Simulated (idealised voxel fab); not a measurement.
Documented hereafter: the process module known as voxel self aligned contacts.
Shown is cross-section cut, with a width of 270 nm and square cells of size 5 nm.
Just so we're on the same page, the cross-sections are grids of square cells, and they're listed out in bands top to bottom, each band one or more rows deep. A band entry consists of two parts. The first gives the height of the band's top and the height of its bottom, in nm. The rest lists the band's materials from left to right, each with its width in nm. A single material labelled with the word "everywhere" fills the band from edge to edge, and the word "empty" marks empty space. Heights are expressed relative to 0, this being the level below which the as-received wafer comprises one material exclusively. The lowest band is unbounded in the downward direction and is denoted as in "0 nm and below". The width entry "30->40" should be interpreted row by row: the top row of cells in the band takes the first number, the bottom row takes the second number, and the change between adjacent rows is uniform throughout. What does "nothing got changed" mean for a step? It means no cell of the cross-section changed in that step. Closed-off voids: empty space of 8 cells or more with no open way to the top, each as width x height at its distance from the left edge, in nm. That trailing text on a step's line, after the settings, is the simulator's own remark on the step. "overlay nm" answers the question of how far to the right of plan the mask lay on a step that has a mask, and when it is negative the answer is to the left.

The following list gives the planned process steps:
1: op RECEIVE | material Si
2: op CONFORMAL_DEP | material SiO2 | thk nm 5
3: op DIRECTIONAL_DEP | material polySi | thk nm 20
4: op DIRECTIONAL_DEP | material SiN | thk nm 20
5: op DIRECTIONAL_DEP | material aC | thk nm 15
6: op PATTERN | tone cover | mask id GATE | material resist | width nm 25 | pitch nm 65 | thk nm 30 | overlay nm 0
7: op DIRECTIONAL_ETCH | etch materials aC | depth nm 15
8: op STRIP | etch materials resist
9: op DIRECTIONAL_ETCH | etch materials SiN | depth nm 20
10: op DIRECTIONAL_ETCH | etch materials polySi | depth nm 20
11: op STRIP | etch materials aC
12: op CONFORMAL_DEP | material SiN | thk nm 10
13: op DIRECTIONAL_ETCH | etch materials SiN | depth nm 10
14: op FILL_DEP | material SiO2 | thk nm 15
15: op CMP | height nm 55
16: op MASKED_ETCH | tone open | mask id CONTACT | width nm 50 | pitch nm 65 | etch materials SiO2 | depth nm 55 | overlay nm 0
17: op CONFORMAL_DEP | material TiN | thk nm 5
18: op FILL_DEP | material W | thk nm 5
19: op CMP | height nm 55
20: op CONFORMAL_DEP | material SiCN | thk nm 5

First out of two wafers; run went to plan:

Cross-section of the wafer upon arrival, representing the state reached after step 1:
	0 nm and below = Si everywhere
	Closed-off voids: none

How the wafer stands in section after step 2:
	5 nm to 0 nm = SiO2 everywhere
	below 0: unchanged

How the wafer stands in section after step 3:
	25 nm to 5 nm = polySi everywhere
	below 5: unchanged

How the wafer stands in section after step 4:
	45 nm to 25 nm = SiN everywhere
	below 25: unchanged

How the wafer stands in section after step 5:
	60 nm to 45 nm = aC everywhere
	below 45: unchanged

How the wafer stands in section after step 6:
	90 nm to 60 nm = 55 nm empty, 25 nm resist, 40 nm empty, 25 nm resist, 40 nm empty, 25 nm resist, 60 nm empty
	below 60: unchanged

How the wafer stands in section after step 7:
	75 nm to 60 nm = 55 nm empty, 25 nm resist, 40 nm empty, 25 nm resist, 40 nm empty, 25 nm resist, 60 nm empty
	60 nm to 45 nm = 55 nm empty, 25 nm aC, 40 nm empty, 25 nm aC, 40 nm empty, 25 nm aC, 60 nm empty
	below 45: unchanged

How the wafer stands in section after step 8:
	60 nm to 45 nm = 55 nm empty, 25 nm aC, 40 nm empty, 25 nm aC, 40 nm empty, 25 nm aC, 60 nm empty
	below 45: unchanged

How the wafer stands in section after step 9:
	60 nm to 45 nm = 55 nm empty, 25 nm aC, 40 nm empty, 25 nm aC, 40 nm empty, 25 nm aC, 60 nm empty
	45 nm to 25 nm = 55 nm empty, 25 nm SiN, 40 nm empty, 25 nm SiN, 40 nm empty, 25 nm SiN, 60 nm empty
	below 25: unchanged

How the wafer stands in section after step 10:
	60 nm to 45 nm = 55 nm empty, 25 nm aC, 40 nm empty, 25 nm aC, 40 nm empty, 25 nm aC, 60 nm empty
	45 nm to 25 nm = 55 nm empty, 25 nm SiN, 40 nm empty, 25 nm SiN, 40 nm empty, 25 nm SiN, 60 nm empty
	25 nm to 5 nm = 55 nm empty, 25 nm polySi, 40 nm empty, 25 nm polySi, 40 nm empty, 25 nm polySi, 60 nm empty
	below 5: unchanged

How the wafer stands in section after step 11:
	45 nm to 25 nm = 55 nm empty, 25 nm SiN, 40 nm empty, 25 nm SiN, 40 nm empty, 25 nm SiN, 60 nm empty
	below 25: unchanged

How the wafer stands in section after step 12:
	55 nm to 25 nm = 45 nm empty, 45 nm SiN, 20 nm empty, 45 nm SiN, 20 nm empty, 45 nm SiN, 50 nm empty
	25 nm to 15 nm = 45 nm empty, 10 nm SiN, 25 nm polySi, 10 nm SiN, 20 nm empty, 10 nm SiN, 25 nm polySi, 10 nm SiN, 20 nm empty, 10 nm SiN, 25 nm polySi, 10 nm SiN, 50 nm empty
	15 nm to 5 nm = 55 nm SiN, 25 nm polySi, 40 nm SiN, 25 nm polySi, 40 nm SiN, 25 nm polySi, 60 nm SiN
	below 5: unchanged

How the wafer stands in section after step 13:
	45 nm to 25 nm = 45 nm empty, 45 nm SiN, 20 nm empty, 45 nm SiN, 20 nm empty, 45 nm SiN, 50 nm empty
	25 nm to 5 nm = 45 nm empty, 10 nm SiN, 25 nm polySi, 10 nm SiN, 20 nm empty, 10 nm SiN, 25 nm polySi, 10 nm SiN, 20 nm empty, 10 nm SiN, 25 nm polySi, 10 nm SiN, 50 nm empty
	below 5: unchanged

How the wafer stands in section after step 14:
	60 nm to 45 nm = SiO2 everywhere
	45 nm to 25 nm = 45 nm SiO2, 45 nm SiN, 20 nm SiO2, 45 nm SiN, 20 nm SiO2, 45 nm SiN, 50 nm SiO2
	25 nm to 5 nm = 45 nm SiO2, 10 nm SiN, 25 nm polySi, 10 nm SiN, 20 nm SiO2, 10 nm SiN, 25 nm polySi, 10 nm SiN, 20 nm SiO2, 10 nm SiN, 25 nm polySi, 10 nm SiN, 50 nm SiO2
	below 5: unchanged

How the wafer stands in section after step 15:
	55 nm to 45 nm = SiO2 everywhere
	below 45: unchanged

How the wafer stands in section after step 16:
	55 nm to 45 nm = 75 nm SiO2, 50 nm empty, 15 nm SiO2, 50 nm empty, 80 nm SiO2
	45 nm to 25 nm = 45 nm SiO2, 45 nm SiN, 20 nm empty, 45 nm SiN, 20 nm empty, 45 nm SiN, 50 nm SiO2
	25 nm to 5 nm = 45 nm SiO2, 10 nm SiN, 25 nm polySi, 10 nm SiN, 20 nm empty, 10 nm SiN, 25 nm polySi, 10 nm SiN, 20 nm empty, 10 nm SiN, 25 nm polySi, 10 nm SiN, 50 nm SiO2
	5 nm to 0 nm = 90 nm SiO2, 20 nm empty, 45 nm SiO2, 20 nm empty, 95 nm SiO2
	below 0: unchanged

How the wafer stands in section after step 17:
	60 nm to 55 nm = 80 nm TiN, 40 nm empty, 25 nm TiN, 40 nm empty, 85 nm TiN
	55 nm to 45 nm = 75 nm SiO2, 5->20 nm TiN, 40->10 nm empty, 5->20 nm TiN, 15 nm SiO2, 5->20 nm TiN, 40->10 nm empty, 5->20 nm TiN, 80 nm SiO2
	45 nm to 25 nm = 45 nm SiO2, 45 nm SiN, 5 nm TiN, 10 nm empty, 5 nm TiN, 45 nm SiN, 5 nm TiN, 10 nm empty, 5 nm TiN, 45 nm SiN, 50 nm SiO2
	25 nm to 5 nm = 45 nm SiO2, 10 nm SiN, 25 nm polySi, 10 nm SiN, 5 nm TiN, 10 nm empty, 5 nm TiN, 10 nm SiN, 25 nm polySi, 10 nm SiN, 5 nm TiN, 10 nm empty, 5 nm TiN, 10 nm SiN, 25 nm polySi, 10 nm SiN, 50 nm SiO2
	5 nm to 0 nm = 90 nm SiO2, 20 nm TiN, 45 nm SiO2, 20 nm TiN, 95 nm SiO2
	below 0: unchanged

How the wafer stands in section after step 18:
	65 nm to 60 nm = W everywhere
	60 nm to 55 nm = 80 nm TiN, 40 nm W, 25 nm TiN, 40 nm W, 85 nm TiN
	55 nm to 45 nm = 75 nm SiO2, 5->20 nm TiN, 40->10 nm W, 5->20 nm TiN, 15 nm SiO2, 5->20 nm TiN, 40->10 nm W, 5->20 nm TiN, 80 nm SiO2
	45 nm to 25 nm = 45 nm SiO2, 45 nm SiN, 5 nm TiN, 10 nm W, 5 nm TiN, 45 nm SiN, 5 nm TiN, 10 nm W, 5 nm TiN, 45 nm SiN, 50 nm SiO2
	25 nm to 5 nm = 45 nm SiO2, 10 nm SiN, 25 nm polySi, 10 nm SiN, 5 nm TiN, 10 nm W, 5 nm TiN, 10 nm SiN, 25 nm polySi, 10 nm SiN, 5 nm TiN, 10 nm W, 5 nm TiN, 10 nm SiN, 25 nm polySi, 10 nm SiN, 50 nm SiO2
	below 5: unchanged

How the wafer stands in section after step 19:
	55 nm to 45 nm = 75 nm SiO2, 5->20 nm TiN, 40->10 nm W, 5->20 nm TiN, 15 nm SiO2, 5->20 nm TiN, 40->10 nm W, 5->20 nm TiN, 80 nm SiO2
	below 45: unchanged

How the wafer stands in section after step 20:
	60 nm to 55 nm = SiCN everywhere
	below 55: unchanged

What follows concerns the second wafer, which started out like the first and was meant to follow the very same plan; one mistake crept in when it was run, but everything up to and including step 3 is the same as for the first wafer:

Second wafer shown in cross-section at the time step 4 was slated to end:
	65 nm to 25 nm = SiN everywhere
	below 25: unchanged

Second wafer shown in cross-section at the time step 5 was slated to end:
	80 nm to 65 nm = aC everywhere
	below 65: unchanged

Second wafer shown in cross-section at the time step 6 was slated to end:
	110 nm to 80 nm = 55 nm empty, 25 nm resist, 40 nm empty, 25 nm resist, 40 nm empty, 25 nm resist, 60 nm empty
	below 80: unchanged

Second wafer shown in cross-section at the time step 7 was slated to end:
	95 nm to 80 nm = 55 nm empty, 25 nm resist, 40 nm empty, 25 nm resist, 40 nm empty, 25 nm resist, 60 nm empty
	80 nm to 65 nm = 55 nm empty, 25 nm aC, 40 nm empty, 25 nm aC, 40 nm empty, 25 nm aC, 60 nm empty
	below 65: unchanged

Second wafer shown in cross-section at the time step 8 was slated to end:
	80 nm to 65 nm = 55 nm empty, 25 nm aC, 40 nm empty, 25 nm aC, 40 nm empty, 25 nm aC, 60 nm empty
	below 65: unchanged

Second wafer shown in cross-section at the time step 9 was slated to end:
	80 nm to 65 nm = 55 nm empty, 25 nm aC, 40 nm empty, 25 nm aC, 40 nm empty, 25 nm aC, 60 nm empty
	65 nm to 45 nm = 55 nm empty, 25 nm SiN, 40 nm empty, 25 nm SiN, 40 nm empty, 25 nm SiN, 60 nm empty
	below 45: unchanged

Second wafer shown in cross-section at the time step 10 was slated to end: nothing got changed

Second wafer shown in cross-section at the time step 11 was slated to end:
	65 nm to 45 nm = 55 nm empty, 25 nm SiN, 40 nm empty, 25 nm SiN, 40 nm empty, 25 nm SiN, 60 nm empty
	below 45: unchanged

Second wafer shown in cross-section at the time step 12 was slated to end:
	75 nm to 55 nm = 45 nm empty, 45 nm SiN, 20 nm empty, 45 nm SiN, 20 nm empty, 45 nm SiN, 50 nm empty
	55 nm to 25 nm = SiN everywhere
	below 25: unchanged

Second wafer shown in cross-section at the time step 13 was slated to end:
	65 nm to 45 nm = 45 nm empty, 45 nm SiN, 20 nm empty, 45 nm SiN, 20 nm empty, 45 nm SiN, 50 nm empty
	below 45: unchanged

Second wafer shown in cross-section at the time step 14 was slated to end:
	80 nm to 65 nm = SiO2 everywhere
	65 nm to 45 nm = 45 nm SiO2, 45 nm SiN, 20 nm SiO2, 45 nm SiN, 20 nm SiO2, 45 nm SiN, 50 nm SiO2
	below 45: unchanged

Second wafer shown in cross-section at the time step 15 was slated to end:
	55 nm to 45 nm = 45 nm SiO2, 45 nm SiN, 20 nm SiO2, 45 nm SiN, 20 nm SiO2, 45 nm SiN, 50 nm SiO2
	below 45: unchanged

Second wafer shown in cross-section at the time step 16 was slated to end:
	55 nm to 45 nm = 45 nm SiO2, 45 nm SiN, 20 nm empty, 45 nm SiN, 20 nm empty, 45 nm SiN, 50 nm SiO2
	below 45: unchanged

Second wafer shown in cross-section at the time step 17 was slated to end:
	60 nm to 55 nm = 95 nm TiN, 10 nm empty, 55 nm TiN, 10 nm empty, 100 nm TiN
	55 nm to 50 nm = 45 nm SiO2, 45 nm SiN, 5 nm TiN, 10 nm empty, 5 nm TiN, 45 nm SiN, 5 nm TiN, 10 nm empty, 5 nm TiN, 45 nm SiN, 50 nm SiO2
	50 nm to 45 nm = 45 nm SiO2, 45 nm SiN, 20 nm TiN, 45 nm SiN, 20 nm TiN, 45 nm SiN, 50 nm SiO2
	below 45: unchanged

Second wafer shown in cross-section at the time step 18 was slated to end:
	65 nm to 60 nm = W everywhere
	60 nm to 55 nm = 95 nm TiN, 10 nm W, 55 nm TiN, 10 nm W, 100 nm TiN
	55 nm to 50 nm = 45 nm SiO2, 45 nm SiN, 5 nm TiN, 10 nm W, 5 nm TiN, 45 nm SiN, 5 nm TiN, 10 nm W, 5 nm TiN, 45 nm SiN, 50 nm SiO2
	below 50: unchanged

Second wafer shown in cross-section at the time step 19 was slated to end:
	55 nm to 50 nm = 45 nm SiO2, 45 nm SiN, 5 nm TiN, 10 nm W, 5 nm TiN, 45 nm SiN, 5 nm TiN, 10 nm W, 5 nm TiN, 45 nm SiN, 50 nm SiO2
	below 50: unchanged

Second wafer shown in cross-section at the time step 20 was slated to end:
	60 nm to 55 nm = SiCN everywhere
	below 55: unchanged
What was done differently from what was planned? the plan's step 4 ran twice
End of process, cell counts, second wafer against first, materials with more or fewer: 114 more of SiN, 174 fewer of SiO2, 48 fewer of TiN, 48 fewer of W, 156 more of polySi
